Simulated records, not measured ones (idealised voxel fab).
process module | voxel released beams
cross-section cut | 250 nm wide | cells 5 nm
A cross-section is a grid of square cells, given in bands from the top down. A band is one or more rows of cells.
Each band's line starts with the height of the band's top and of its bottom, in nm. Then come its materials from left to right, each with its width in nm. One material with "throughout" fills the band from edge to edge. "air" is empty space.
Height 0 is the level under which the wafer as received is all one material. The lowest band goes on downwards, as in "0 down".
A width such as "30 to 40" changes by the same amount from each row of cells to the next, from the band's top row to its bottom row.
"no change" after a step means that no cell of the cross-section changed.
closed voids: empty space of 8 cells or more with no open way to the top, each as width x height at its distance from the left edge, in nm
after a step's settings: what the simulator itself notes on the step
overlay nm, on a step with a mask: how far to the right of its planned place the mask lay; to the left if negative
plan
1 op RECEIVE | material Si
2 op CONFORMAL_DEP | material Al2O3 | thk nm 5
3 op DIRECTIONAL_DEP | material SiO2 | thk nm 20
4 op PATTERN | tone open | mask id ANCHOR | material resist | width nm 45 | thk nm 15 | overlay nm 0
5 op DIRECTIONAL_ETCH | etch materials SiO2 | depth nm 20
6 op STRIP | etch materials resist
7 op CONFORMAL_DEP | material SiN | thk nm 15
8 op DIRECTIONAL_DEP | material aC | thk nm 10
9 op PATTERN | tone cover | mask id BEAM | material resist | width nm 105 | thk nm 30 | overlay nm 0
10 op DIRECTIONAL_ETCH | etch materials aC | depth nm 10
11 op STRIP | etch materials resist
12 op DIRECTIONAL_ETCH | etch materials SiN | depth nm 15
13 op STRIP | etch materials aC
14 op STRIP | etch materials SiO2
as received, after step 1
  0 down: Si throughout
  closed voids: none
a wafer at the end: this start, this plan, one mistake
  0 down: Si throughout
  closed voids: none
what went wrong: step 2 ran as: op CONFORMAL_DEP | material SiO2 | thk nm 5
